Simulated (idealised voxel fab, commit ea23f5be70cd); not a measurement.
You're looking at the process module voxel transistor to metal.
Pictured: cross-section cut, 265 nm wide, on a grid of 5 nm square cells.
A cross-section is written here as square cells arranged in a grid, and it is given in bands from the top down, each band taking up one or more rows of cells.
Top, bottom (nm), then materials left to right with widths (nm); lone material tagged "throughout" fills the whole band edge to edge; "blank" = empty space.
All heights in this document are referenced to 0, defined as the level beneath which the wafer, as received, consists entirely of one material. The lowest band is not bounded below; it extends indefinitely downward and is written in the form "z 0 and below".
So if you see something like "30..40" for the width, read it as the top row of the band sitting at the first number and the bottom row at the second, with every row in between moving by the same amount as the last.
Key: "no change" - step with no changed cell in the cross-section.
"Closed void catalog" - sealed voids, min. 8 cells, no opening to top; format: width x height at distance (distance from left edge; nm throughout).
Read whatever lies past the settings on a step's line as the simulator's own remark about the step.
overlay nm, on a step with a mask: how far to the right of its planned place the mask lay; to the left if negative

So here's the lineup of process steps we planned:
step 1: RECEIVE, material Si
step 2: CONFORMAL_DEP, material SiO2, thk nm 5
step 3: CONFORMAL_DEP, material SiN, thk nm 15
step 4: MASKED_ETCH, tone cover, mask id ACTIVE, width nm 100, pitch nm 125, etch materials SiN, depth nm 15, overlay nm 0
step 5: MASKED_ETCH, tone cover, mask id ACTIVE, width nm 100, pitch nm 125, etch materials SiO2, depth nm 5, overlay nm 0
step 6: MASKED_ETCH, tone cover, mask id ACTIVE, width nm 100, pitch nm 125, etch materials Si, depth nm 35, overlay nm 0
step 7: OXIDIZE, depth nm 5
step 8: FILL_DEP, material SiO2, thk nm 5
step 9: CMP, height nm 20
step 10: SELECTIVE_ETCH, etch materials SiO2, depth nm 15
step 11: STRIP, etch materials SiN
step 12: SELECTIVE_ETCH, etch materials SiO2, depth nm 5
step 13: OXIDIZE, depth nm 5
step 14: DIRECTIONAL_DEP, material polySi, thk nm 20
step 15: DIRECTIONAL_DEP, material SiCN, thk nm 15
step 16: MASKED_ETCH, tone cover, mask id GATE, width nm 20, pitch nm 125, etch materials SiCN, depth nm 25, overlay nm 0
step 17: MASKED_ETCH, tone cover, mask id GATE, width nm 20, pitch nm 125, etch materials polySi, depth nm 30, overlay nm 0
step 18: CONFORMAL_DEP, material SiN, thk nm 10
step 19: DIRECTIONAL_ETCH, etch materials SiN, depth nm 10
step 20: DIRECTIONAL_ETCH, etch materials SiO2, depth nm 5
step 21: EPI, material pSi, thk nm 5
step 22: FILL_DEP, material SiO2, thk nm 5
step 23: CMP, height nm 35
step 24: DIRECTIONAL_DEP, material SiO2, thk nm 15
step 25: DIRECTIONAL_DEP, material aC, thk nm 10
step 26: PATTERN, tone open, mask id CONTACT, material resist, width nm 30, thk nm 25, overlay nm 0
step 27: DIRECTIONAL_ETCH, etch materials aC, depth nm 10
step 28: STRIP, etch materials resist
step 29: DIRECTIONAL_ETCH, etch materials SiO2, depth nm 50
step 30: STRIP, etch materials aC
step 31: CONFORMAL_DEP, material TiN, thk nm 5
step 32: FILL_DEP, material Ru, thk nm 10
step 33: CMP, height nm 50
step 34: DIRECTIONAL_DEP, material TiN, thk nm 5
step 35: DIRECTIONAL_DEP, material Ru, thk nm 20
step 36: PATTERN, tone cover, mask id METAL_1, material resist, width nm 15, thk nm 15, overlay nm 0
step 37: DIRECTIONAL_ETCH, etch materials Ru, depth nm 20
step 38: DIRECTIONAL_ETCH, etch materials TiN, depth nm 5
step 39: STRIP, etch materials resist
step 40: FILL_DEP, material SiO2, thk nm 5
step 41: CMP, height nm 75
step 42: CONFORMAL_DEP, material SiCN, thk nm 5
step 43: DIRECTIONAL_DEP, material SiO2, thk nm 35
step 44: DIRECTIONAL_DEP, material aC, thk nm 15
step 45: PATTERN, tone open, mask id METAL_2, material resist, width nm 15, pitch nm 125, thk nm 30, overlay nm 0
step 46: DIRECTIONAL_ETCH, etch materials aC, depth nm 15
step 47: STRIP, etch materials resist
step 48: DIRECTIONAL_ETCH, etch materials SiO2, depth nm 20
step 49: STRIP, etch materials aC
step 50: DIRECTIONAL_DEP, material aC, thk nm 10
step 51: PATTERN, tone open, mask id METAL_2_HOLES, material resist, width nm 15, pitch nm 125, thk nm 25, overlay nm 0
step 52: DIRECTIONAL_ETCH, etch materials aC, depth nm 10
step 53: STRIP, etch materials resist
step 54: DIRECTIONAL_ETCH, etch materials SiO2, depth nm 15
step 55: DIRECTIONAL_ETCH, etch materials SiCN, depth nm 5
step 56: STRIP, etch materials aC
step 57: CONFORMAL_DEP, material TiN, thk nm 5
step 58: FILL_DEP, material Cu, thk nm 10
step 59: CMP, height nm 115
step 60: CONFORMAL_DEP, material SiCN, thk nm 5

So this is the incoming wafer in cross-section - it's already been through step 1:
	z 0 and below | Si throughout
	Closed void catalog: none

Result of the module, cross-sectioned: start per above, plan per above, one error in how it was run:
	z 120 to 115 | SiCN throughout
	z 115 to 80 | SiO2 25, then TiN 5, then Cu 5, then TiN 5, then SiO2 110, then TiN 5, then Cu 5, then TiN 5, then SiO2 100
	z 80 to 75 | SiCN 25, then TiN 15, then SiCN 110, then TiN 15, then SiCN 100
	z 75 to 55 | SiO2 25, then Ru 15, then SiO2 60, then Ru 15, then SiO2 35, then Ru 15, then SiO2 60, then Ru 15, then SiO2 25
	z 55 to 50 | SiO2 25, then TiN 15, then SiO2 60, then TiN 15, then SiO2 35, then TiN 15, then SiO2 60, then TiN 15, then SiO2 25
	z 50 to 40 | SiO2 20, then TiN 5, then Ru 30, then TiN 5, then SiO2 20, then TiN 5, then Ru 30, then TiN 5, then SiO2 25, then TiN 5, then Ru 30, then TiN 5, then SiO2 20, then TiN 5, then Ru 30, then TiN 5, then SiO2 20
	z 40 to 35 | SiO2 20, then TiN 5, then Ru 20, then TiN 15, then SiO2 20, then TiN 15, then Ru 20, then TiN 5, then SiO2 25, then TiN 5, then Ru 20, then TiN 15, then SiO2 20, then TiN 15, then Ru 20, then TiN 5, then SiO2 20
	z 35 to 20 | SiO2 20, then TiN 5, then Ru 20, then TiN 5, then SiN 10, then SiCN 20, then SiN 10, then TiN 5, then Ru 20, then TiN 5, then SiO2 25, then TiN 5, then Ru 20, then TiN 5, then SiN 10, then SiCN 20, then SiN 10, then TiN 5, then Ru 20, then TiN 5, then SiO2 20
	z 20 to 5 | SiO2 20, then TiN 5, then Ru 20, then TiN 5, then SiN 10, then polySi 20, then SiN 10, then TiN 5, then Ru 20, then TiN 5, then SiO2 25, then TiN 5, then Ru 20, then TiN 5, then SiN 10, then polySi 20, then SiN 10, then TiN 5, then Ru 20, then TiN 5, then SiO2 20
	z 5 to 0 | SiO2 20, then TiN 30, then SiN 10, then polySi 20, then SiN 10, then TiN 30, then SiO2 25, then TiN 30, then SiN 10, then polySi 20, then SiN 10, then TiN 30, then SiO2 20
	z 0 to -5 | SiO2 20, then pSi 30, then SiO2 40, then pSi 30, then SiO2 25, then pSi 30, then SiO2 40, then pSi 30, then SiO2 20
	z -5 to -40 | SiO2 25, then Si 90, then SiO2 35, then Si 90, then SiO2 25
	z -40 and below | Si throughout
	Closed void catalog: none
Which mistake was made when the wafer was run? not per plan at step 26, really ran PATTERN, tone open, mask id CONTACT, material resist, width nm 40, thk nm 25, overlay nm 0
